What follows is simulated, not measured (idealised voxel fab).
Process module under the name voxel wiring stack
The cross-section on display is named cut; it measures 275 nm wide, and its cells are 5 nm squares.
In what follows, cross-sections appear as grids of square cells, described through bands that run from the top down, where every band is one or more rows of cells. Quick guide to a band line: top height, bottom height (nm) up front; then every material left to right with its width in nm. Only one material and it's marked "throughout"? Then it fills the band edge to edge. And "air" just means empty space. It should be noted that heights are counted from 0, beneath which the wafer as supplied is of one material throughout, and that the lowest band possesses no lower boundary but continues downward, as written in "from 0 down". The expression "30->40" gives the width at the extremes of the band, the first number at its top row of cells and the second at its bottom row, with the width changing by equal amounts from each row to the next in between. When a step is marked "all unchanged", none of the cells in the cross-section changed during that step. If an empty space has no open way to the top and is at least 8 cells in size, "Voids, enclosed" lists it, written width x height at distance, where distance is measured from the left edge and every value is in nm. Past the settings on a step's line: simulator remark, on that step. The setting "overlay nm" may be written on the line of a step. When the step uses a mask, the value reports how far to the right of the planned place the mask lay, and a negative value reports that it lay to the left.
These are the steps we planned for the process
1. RECEIVE: material Si
2. CONFORMAL_DEP: material SiO2, thk nm 15
3. DIRECTIONAL_DEP: material TiN, thk nm 5
4. DIRECTIONAL_DEP: material Ru, thk nm 25
5. PATTERN: tone cover, mask id METAL_1, material resist, width nm 25, pitch nm 40, thk nm 20, overlay nm 0
6. DIRECTIONAL_ETCH: etch materials Ru, depth nm 25
7. DIRECTIONAL_ETCH: etch materials TiN, depth nm 5
8. STRIP: etch materials resist
9. FILL_DEP: material lowk, thk nm 10
10. CMP: height nm 45
11. CONFORMAL_DEP: material SiCN, thk nm 5
12. DIRECTIONAL_DEP: material SiO2, thk nm 30
13. DIRECTIONAL_DEP: material aC, thk nm 10
14. PATTERN: tone open, mask id METAL_2, material resist, width nm 25, pitch nm 40, thk nm 30, overlay nm 0
15. DIRECTIONAL_ETCH: etch materials aC, depth nm 10
16. STRIP: etch materials resist
17. DIRECTIONAL_ETCH: etch materials SiO2, depth nm 20
18. STRIP: etch materials aC
19. DIRECTIONAL_DEP: material aC, thk nm 15
20. PATTERN: tone open, mask id METAL_2_HOLES, material resist, width nm 15, pitch nm 80, thk nm 35, overlay nm 0
21. DIRECTIONAL_ETCH: etch materials aC, depth nm 15
22. STRIP: etch materials resist
23. DIRECTIONAL_ETCH: etch materials SiO2, depth nm 10
24. DIRECTIONAL_ETCH: etch materials SiCN, depth nm 5
25. STRIP: etch materials aC
26. CONFORMAL_DEP: material TiN, thk nm 5
27. FILL_DEP: material Cu, thk nm 10
28. CMP: height nm 80
29. CONFORMAL_DEP: material SiCN, thk nm 5
30. DIRECTIONAL_DEP: material SiO2, thk nm 30
31. PATTERN: tone open, mask id METAL_3, material resist, width nm 25, pitch nm 40, thk nm 15, overlay nm 0
32. DIRECTIONAL_ETCH: etch materials SiO2, depth nm 20
33. STRIP: etch materials resist
34. DIRECTIONAL_DEP: material aC, thk nm 10
35. PATTERN: tone open, mask id METAL_3_HOLES, material resist, width nm 15, pitch nm 80, thk nm 25, overlay nm 0
36. DIRECTIONAL_ETCH: etch materials aC, depth nm 10
37. STRIP: etch materials resist
38. DIRECTIONAL_ETCH: etch materials SiO2, depth nm 10
39. DIRECTIONAL_ETCH: etch materials SiCN, depth nm 5
40. STRIP: etch materials aC
41. CONFORMAL_DEP: material TiN, thk nm 5
42. FILL_DEP: material Ru, thk nm 5
43. CMP: height nm 115
44. CONFORMAL_DEP: material SiCN, thk nm 5
45. DIRECTIONAL_DEP: material SiO2, thk nm 30
46. PATTERN: tone open, mask id METAL_4_HOLES, material resist, width nm 15, pitch nm 40, thk nm 20, overlay nm 0
47. DIRECTIONAL_ETCH: etch materials SiO2, depth nm 30
48. STRIP: etch materials resist
49. PATTERN: tone open, mask id METAL_4, material resist, width nm 25, pitch nm 40, thk nm 20, overlay nm 0
50. DIRECTIONAL_ETCH: etch materials SiO2, depth nm 20
51. DIRECTIONAL_ETCH: etch materials SiCN, depth nm 5
52. STRIP: etch materials resist
53. CONFORMAL_DEP: material TiN, thk nm 5
54. FILL_DEP: material Cu, thk nm 5
55. CMP: height nm 150
56. CONFORMAL_DEP: material SiCN, thk nm 5
So this is the incoming wafer in cross-section - it's already been through step 1
    from 0 down  Si throughout
    Voids, enclosed: none
First of two wafers: cross-section at end of module, run per plan
    from 155 to 150  SiCN throughout
    from 150 to 135  SiO2: 85, TiN: 5, Cu: 15, TiN: 5, SiO2: 15, TiN: 5, Cu: 15, TiN: 5, SiO2: 15, TiN: 5, Cu: 15, TiN: 5, SiO2: 85
    from 135 to 130  SiO2: 85, TiN: 5, Cu: 5, TiN: 15, SiO2: 15, TiN: 5, Cu: 5, TiN: 15, SiO2: 15, TiN: 5, Cu: 5, TiN: 15, SiO2: 85
    from 130 to 120  SiO2: 85, TiN: 5, Cu: 5, TiN: 5, SiO2: 25, TiN: 5, Cu: 5, TiN: 5, SiO2: 25, TiN: 5, Cu: 5, TiN: 5, SiO2: 95
    from 120 to 115  SiCN: 85, TiN: 15, SiCN: 25, TiN: 15, SiCN: 25, TiN: 15, SiCN: 95
    from 115 to 100  SiO2: 85, TiN: 5, Ru: 15, TiN: 5, SiO2: 15, TiN: 5, Ru: 15, TiN: 5, SiO2: 15, TiN: 5, Ru: 15, TiN: 5, SiO2: 85
    from 100 to 95  SiO2: 85, TiN: 5, Ru: 5, TiN: 15, SiO2: 15, TiN: 25, SiO2: 15, TiN: 5, Ru: 5, TiN: 15, SiO2: 85
    from 95 to 85  SiO2: 85, TiN: 5, Ru: 5, TiN: 5, SiO2: 65, TiN: 5, Ru: 5, TiN: 5, SiO2: 95
    from 85 to 80  SiCN: 85, TiN: 15, SiCN: 65, TiN: 15, SiCN: 95
    from 80 to 65  SiO2: 85, TiN: 5, Cu: 15, TiN: 5, SiO2: 15, TiN: 5, Cu: 15, TiN: 5, SiO2: 15, TiN: 5, Cu: 15, TiN: 5, SiO2: 85
    from 65 to 60  SiO2: 85, TiN: 5, Cu: 5, TiN: 15, SiO2: 15, TiN: 25, SiO2: 15, TiN: 5, Cu: 5, TiN: 15, SiO2: 85
    from 60 to 50  SiO2: 85, TiN: 5, Cu: 5, TiN: 5, SiO2: 65, TiN: 5, Cu: 5, TiN: 5, SiO2: 95
    from 50 to 45  SiCN: 85, TiN: 15, SiCN: 65, TiN: 15, SiCN: 95
    from 45 to 20  lowk: 85, Ru: 25, lowk: 15, Ru: 25, lowk: 15, Ru: 25, lowk: 85
    from 20 to 15  lowk: 85, TiN: 25, lowk: 15, TiN: 25, lowk: 15, TiN: 25, lowk: 85
    from 15 to 0  SiO2 throughout
    from 0 down  Si throughout
    Voids, enclosed: none
Cross-section, second wafer: same start as the first, same plan as the first, one mistake in running it; taken at the end of the module
    from 155 to 150  SiCN throughout
    from 150 to 135  SiO2: 85, TiN: 5, Cu: 15, TiN: 5, SiO2: 15, TiN: 5, Cu: 15, TiN: 5, SiO2: 15, TiN: 5, Cu: 15, TiN: 5, SiO2: 85
    from 135 to 130  SiO2: 85, TiN: 5, Cu: 5, TiN: 15, SiO2: 15, TiN: 5, Cu: 5, TiN: 15, SiO2: 15, TiN: 5, Cu: 5, TiN: 15, SiO2: 85
    from 130 to 120  SiO2: 85, TiN: 5, Cu: 5, TiN: 5, SiO2: 25, TiN: 5, Cu: 5, TiN: 5, SiO2: 25, TiN: 5, Cu: 5, TiN: 5, SiO2: 95
    from 120 to 115  SiCN: 85, TiN: 15, SiCN: 25, TiN: 15, SiCN: 25, TiN: 15, SiCN: 95
    from 115 to 100  SiO2: 85, TiN: 5, Ru: 15, TiN: 5, SiO2: 15, TiN: 5, Ru: 15, TiN: 5, SiO2: 15, TiN: 5, Ru: 15, TiN: 5, SiO2: 85
    from 100 to 95  SiO2: 85, TiN: 5, Ru: 5, TiN: 15, SiO2: 15, TiN: 25, SiO2: 15, TiN: 5, Ru: 5, TiN: 15, SiO2: 85
    from 95 to 85  SiO2: 85, TiN: 5, Ru: 5, TiN: 5, SiO2: 65, TiN: 5, Ru: 5, TiN: 5, SiO2: 95
    from 85 to 80  SiCN: 85, TiN: 15, SiCN: 65, TiN: 15, SiCN: 95
    from 80 to 65  SiO2: 85, TiN: 5, Cu: 15, TiN: 5, SiO2: 15, TiN: 5, Cu: 15, TiN: 5, SiO2: 15, TiN: 5, Cu: 15, TiN: 5, SiO2: 85
    from 65 to 60  SiO2: 85, TiN: 5, Cu: 5, TiN: 15, SiO2: 15, TiN: 25, SiO2: 15, TiN: 5, Cu: 5, TiN: 15, SiO2: 85
    from 60 to 50  SiO2: 85, TiN: 5, Cu: 5, TiN: 5, SiO2: 65, TiN: 5, Cu: 5, TiN: 5, SiO2: 95
    from 50 to 45  SiCN: 85, TiN: 15, SiCN: 65, TiN: 15, SiCN: 95
    from 45 to 35  lowk: 85, Ru: 25, lowk: 15, Ru: 25, lowk: 15, Ru: 25, lowk: 85
    from 35 to 30  lowk: 85, TiN: 25, lowk: 15, TiN: 25, lowk: 15, TiN: 25, lowk: 85
    from 30 to 0  SiO2 throughout
    from 0 down  Si throughout
    Voids, enclosed: none
Misprocessing identified: twice over, step 2 of the plan was run
In the final state, the cell counts of the second wafer exceed or fall short of those of the first for the following materials: Ru -45 | SiO2 +165 | lowk -120
